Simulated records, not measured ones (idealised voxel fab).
voxel double patterning: a process module
For reference, the cross-section in this document is cut, with width 200 nm and square cells of 5 nm.
Reading order for cross-sections: top band down to bottom band. Underlying form: a grid of square cells. Band size: one or more rows of cells.
Quick guide to a band line: top height, bottom height (nm) up front; then every material left to right with its width in nm. Only one material and it's marked "full width"? Then it fills the band edge to edge. And "empty" just means empty space.
All heights in this document are referenced to 0, defined as the level beneath which the wafer, as received, consists entirely of one material. The lowest band is not bounded below; it extends indefinitely downward and is written in the form "from 0 down".
The two numbers in a width such as "30 to 40" mark its ends across the band: the first belongs to the top row of cells, the second to the bottom row, and from each row to the next the width moves by the same amount.
Take "identical to before" at face value: in the step it is given for, the cross-section changed in none of its cells.
Listed in "Closed internal cavities": every empty space of 8 or more cells without an open way to the top. Form: width x height at distance, the distance being from the left edge, all in nm.
Read whatever lies past the settings on a step's line as the simulator's own remark about the step.
You can add "overlay nm" to a step's line. For a step with a mask, it describes how far the mask lay to the right of its planned position, and a negative number describes a lay to the left.

The process steps that were planned are listed below
1: RECEIVE [material Si]
2: CONFORMAL_DEP [material SiO2] [thk nm 10]
3: DIRECTIONAL_DEP [material TiN] [thk nm 15]
4: DIRECTIONAL_DEP [material SiCN] [thk nm 10]
5: DIRECTIONAL_DEP [material aC] [thk nm 15]
6: PATTERN [tone open] [mask id FIRST] [material resist] [width nm 15] [pitch nm 50] [thk nm 35] [overlay nm 0]
7: DIRECTIONAL_ETCH [etch materials aC] [depth nm 15]
8: STRIP [etch materials resist]
9: DIRECTIONAL_ETCH [etch materials SiCN] [depth nm 10]
10: STRIP [etch materials aC]
11: PATTERN [tone open] [mask id SECOND] [material resist] [width nm 15] [pitch nm 50] [thk nm 20] [overlay nm 0]
12: DIRECTIONAL_ETCH [etch materials SiCN] [depth nm 10]
13: STRIP [etch materials resist]
14: DIRECTIONAL_ETCH [etch materials TiN] [depth nm 15]
15: STRIP [etch materials SiCN]

Cross-sectional view of the wafer in its as-received condition, corresponding to the state after step 1
    from 0 down = Si full width
    Closed internal cavities: none

Module complete, cross-section. Starting point and plan per above. One mistake made in running the module
    from 25 to 0 = SiO2 full width
    from 0 down = Si full width
    Closed internal cavities: none
What was the processing mistake? it should be noted that step 3 was executed with settings other than those planned, the operation and settings actually applied being DIRECTIONAL_DEP [material SiO2] [thk nm 15]
